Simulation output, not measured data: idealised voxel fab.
The process module that follows is named voxel self aligned contacts.
In the cross-section labelled cut, the width is 205 nm and each square cell is 5 nm.
For the purposes of this document, a cross-section shall be understood as a grid of square cells, specified as bands listed in top-to-bottom order, each band consisting of one or more rows of cells. Each band's line starts with the height of the band's top and of its bottom, in nm. Then come its materials from left to right, each with its width in nm. One material with "full width" fills the band from edge to edge. "blank" is empty space. For the purposes of this specification, 0 denotes the height below which the wafer in its as-received condition is composed wholly of one material, and the lowermost band, lacking a lower limit, extends downward without end, as expressed in "0 and below". Width spec "30->40" -> top row of cells at first value, bottom row at second value, equal per-row change in between. Where the words "no change occurred" appear for a step, the cross-section shows no cell changed by that step; every cell remained as before. Entry "Sealed internal cavities" = empty spaces >= 8 cells with no open way to the top; each as width x height at distance, distance from left edge, all nm. Past the settings on a step's line: simulator remark, on that step. overlay nm: on a step with a mask, how far right of its planned place the mask lay; negative means left.

## Steps in the process plan
step 1: op RECEIVE | material Si
step 2: op OXIDIZE | depth nm 5
step 3: op DIRECTIONAL_DEP | material polySi | thk nm 30
step 4: op DIRECTIONAL_DEP | material SiN | thk nm 20
step 5: op MASKED_ETCH | tone cover | mask id GATE | width nm 25 | pitch nm 60 | etch materials SiN | depth nm 20 | overlay nm 0
step 6: op MASKED_ETCH | tone cover | mask id GATE | width nm 25 | pitch nm 60 | etch materials polySi | depth nm 30 | overlay nm 0
step 7: op CONFORMAL_DEP | material SiN | thk nm 5
step 8: op DIRECTIONAL_ETCH | etch materials SiN | depth nm 5
step 9: op FILL_DEP | material SiO2 | thk nm 20
step 10: op CMP | height nm 60
step 11: op PATTERN | tone open | mask id CONTACT | material resist | width nm 45 | thk nm 20 | overlay nm -15
step 12: op DIRECTIONAL_ETCH | etch materials SiO2 | depth nm 65
step 13: op STRIP | etch materials resist
step 14: op CONFORMAL_DEP | material TiN | thk nm 5
step 15: op FILL_DEP | material W | thk nm 5
step 16: op CMP | height nm 60
step 17: op CONFORMAL_DEP | material SiN | thk nm 5
The plan shows the overlay nm of step 11 as the first wafer had it; this setting differs between the wafers, which start out alike.

## Cross-section: the first of several wafers in its as-received state, i.e. following step 1
	0 and below = Si full width
	Sealed internal cavities: none

## Table: wafers, a row each; end-of-module cell change per material since receipt, gain (+), loss (-); then closed voids
overlay nm -15; -41 Si; +121 SiN; +331 SiO2; +33 TiN; +29 W; +60 polySi; Sealed internal cavities: none
overlay nm -10; -41 Si; +121 SiN; +320 SiO2; +33 TiN; +40 W; +60 polySi; Sealed internal cavities: none
overlay nm -5; -41 Si; +121 SiN; +320 SiO2; +33 TiN; +40 W; +60 polySi; Sealed internal cavities: none
overlay nm 0; -41 Si; +121 SiN; +320 SiO2; +33 TiN; +40 W; +60 polySi; Sealed internal cavities: none
overlay nm 5; -41 Si; +121 SiN; +320 SiO2; +33 TiN; +40 W; +60 polySi; Sealed internal cavities: none
overlay nm 10; -41 Si; +121 SiN; +320 SiO2; +33 TiN; +40 W; +60 polySi; Sealed internal cavities: none
overlay nm 15; -41 Si; +121 SiN; +331 SiO2; +33 TiN; +29 W; +60 polySi; Sealed internal cavities: none
